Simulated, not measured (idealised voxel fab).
process module | voxel ribs on slabs
It is cross-section cut that appears here, measuring 265 nm in width, its square cells being 5 nm in size.
This document writes a cross-section as a grid whose cells are square, and gives it as bands, listed from the top down; one or more rows of cells form a band. Quick guide to a band line: top height, bottom height (nm) up front; then every material left to right with its width in nm. Only one material and it's marked "all across"? Then it fills the band edge to edge. And "blank" just means empty space. Zero point of the height axis is 0; under it, received wafer = one material. Lowest band: continues down indefinitely, "0 down". You'd read "30..40" like this: the band's top row of cells is as wide as the first number, its bottom row is as wide as the second, and going down, every row changes width by the same amount as the row before did. Key: "nothing different" - step with no changed cell in the cross-section. "Trapped voids": empty spaces of 8 cells or more with no open way to the top, each given as width x height at distance, distance from the left edge, all in nm. On a step's line, text after the settings is the simulator commenting on that step. The optional step-line setting "overlay nm" applies to steps with a mask and quantifies how far to the right of its planned location the mask lay, a negative value indicating leftward placement.

### Below is the list of planned process steps
| 1 | op RECEIVE | material Si |
| 2 | op DIRECTIONAL_DEP | material SiO2 | thk nm 30 |
| 3 | op DIRECTIONAL_DEP | material polySi | thk nm 20 |
| 4 | op DIRECTIONAL_DEP | material aC | thk nm 15 |
| 5 | op PATTERN | tone cover | mask id RIB | material resist | width nm 30 | thk nm 35 | overlay nm 0 |
| 6 | op DIRECTIONAL_ETCH | etch materials aC | depth nm 15 |
| 7 | op STRIP | etch materials resist |
| 8 | op DIRECTIONAL_ETCH | etch materials polySi | depth nm 10 |
| 9 | op STRIP | etch materials aC |
| 10 | op DIRECTIONAL_DEP | material aC | thk nm 10 |
| 11 | op PATTERN | tone cover | mask id SLAB | material resist | width nm 80 | thk nm 25 | overlay nm 0 |
| 12 | op DIRECTIONAL_ETCH | etch materials aC | depth nm 10 |
| 13 | op STRIP | etch materials resist |
| 14 | op DIRECTIONAL_ETCH | etch materials polySi | depth nm 10 |
| 15 | op STRIP | etch materials aC |
| 16 | op FILL_DEP | material SiO2 | thk nm 25 |
| 17 | op CMP | height nm 70 |
| 18 | op DIRECTIONAL_DEP | material W | thk nm 10 |
| 19 | op MASKED_ETCH | tone cover | mask id HEATER | width nm 40 | etch materials W | depth nm 10 | overlay nm -15 |
| 20 | op CONFORMAL_DEP | material SiO2 | thk nm 10 |
Same starting wafers, different overlay nm at step 19. Plan value belongs to the first wafer.

### first wafer as received, after step 1
  0 down  Si all across
  Trapped voids: none

### End of module: cross-section of the first of several wafers after step 20, the last step
  90 to 80  85 nm blank, 60 nm SiO2, 120 nm blank
  80 to 70  95 nm SiO2, 40 nm W, 130 nm SiO2
  70 to 50  SiO2 all across
  50 to 40  115 nm SiO2, 30 nm polySi, 120 nm SiO2
  40 to 30  90 nm SiO2, 80 nm polySi, 95 nm SiO2
  30 to 0  SiO2 all across
  0 down  Si all across
  Trapped voids: none

### Sectional view of the last wafer upon completion of the module
  90 to 80  115 nm blank, 60 nm SiO2, 90 nm blank
  80 to 70  125 nm SiO2, 40 nm W, 100 nm SiO2
  70 to 50  SiO2 all across
  50 to 40  115 nm SiO2, 30 nm polySi, 120 nm SiO2
  40 to 30  90 nm SiO2, 80 nm polySi, 95 nm SiO2
  30 to 0  SiO2 all across
  0 down  Si all across
  Trapped voids: none

### Note: the following table is arranged by wafer, a row apiece. Each row reports the end-of-module state: per material, cells gained (+) or cells lost (-) compared with the wafer as received; closed voids follow
overlay nm -15 | +812 SiO2 | +16 W | +44 polySi | Trapped voids: none
overlay nm -10 | +812 SiO2 | +16 W | +44 polySi | Trapped voids: none
overlay nm -5 | +812 SiO2 | +16 W | +44 polySi | Trapped voids: none
overlay nm 0 | +812 SiO2 | +16 W | +44 polySi | Trapped voids: none
overlay nm 5 | +812 SiO2 | +16 W | +44 polySi | Trapped voids: none
overlay nm 10 | +812 SiO2 | +16 W | +44 polySi | Trapped voids: none
overlay nm 15 | +812 SiO2 | +16 W | +44 polySi | Trapped voids: none
